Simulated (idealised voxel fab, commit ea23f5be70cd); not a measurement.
process module | voxel fin reveal
cross-section cut | 290 nm wide | cells 5 nm
A cross-section is a grid of square cells, given in bands from the top down. A band is one or more rows of cells.
Each band's line starts with the height of the band's top and of its bottom, in nm. Then come its materials from left to right, each with its width in nm. One material with "throughout" fills the band from edge to edge. "air" is empty space.
Height 0 is the level under which the wafer as received is all one material. The lowest band goes on downwards, as in "0 down".
A width such as "30 to 40" changes by the same amount from each row of cells to the next, from the band's top row to its bottom row.
"no change" after a step means that no cell of the cross-section changed.
closed voids: empty space of 8 cells or more with no open way to the top, each as width x height at its distance from the left edge, in nm
after a step's settings: what the simulator itself notes on the step
overlay nm, on a step with a mask: how far to the right of its planned place the mask lay; to the left if negative
plan
1 op RECEIVE | material Si
2 op CONFORMAL_DEP | material SiN | thk nm 10
3 op DIRECTIONAL_DEP | material aC | thk nm 15
4 op PATTERN | tone cover | mask id FINS | material resist | width nm 15 | pitch nm 35 | thk nm 30 | overlay nm 0
5 op DIRECTIONAL_ETCH | etch materials aC | depth nm 15
6 op STRIP | etch materials resist
7 op DIRECTIONAL_ETCH | etch materials SiN | depth nm 10
8 op DIRECTIONAL_ETCH | etch materials Si | depth nm 35
9 op STRIP | etch materials aC
10 op OXIDIZE | depth nm 5
11 op FILL_DEP | material SiO2 | thk nm 5
12 op CMP | height nm 10
13 op SELECTIVE_ETCH | etch materials SiO2 | depth nm 35
14 op STRIP | etch materials SiN
15 op CONFORMAL_DEP | material SiO2 | thk nm 5
varied across the wafers: thk nm of step 15. The plan shows the first wafer's value. All wafers start alike
first wafer as received, after step 1
  0 down: Si throughout
  closed voids: none
first wafer at the end, after step 15
  5 to 0: air 85 | SiO2 15 | air 20 | SiO2 15 | air 20 | SiO2 15 | air 20 | SiO2 15 | air 85
  0 to -20: air 85 | SiO2 5 | Si 5 | SiO2 5 | air 20 | SiO2 5 | Si 5 | SiO2 5 | air 20 | SiO2 5 | Si 5 | SiO2 5 | air 20 | SiO2 5 | Si 5 | SiO2 5 | air 85
  -20 to -40: SiO2 90 | Si 5 | SiO2 30 | Si 5 | SiO2 30 | Si 5 | SiO2 30 | Si 5 | SiO2 90
  -40 down: Si throughout
  closed voids: none
last wafer at the end
  20 to 0: air 70 | SiO2 150 | air 70
  0 to -5: air 70 | SiO2 20 | Si 5 | SiO2 30 | Si 5 | SiO2 30 | Si 5 | SiO2 30 | Si 5 | SiO2 20 | air 70
  -5 to -40: SiO2 90 | Si 5 | SiO2 30 | Si 5 | SiO2 30 | Si 5 | SiO2 30 | Si 5 | SiO2 90
  -40 down: Si throughout
  closed voids: none
each wafer at the end: cells of each material gained (+) or lost (-) since it was received, then its closed voids
thk nm 5 | -432 Si | +260 SiO2 | closed voids: none
thk nm 10 | -432 Si | +358 SiO2 | closed voids: none
thk nm 15 | -432 Si | +456 SiO2 | closed voids: none
thk nm 20 | -432 Si | +524 SiO2 | closed voids: none
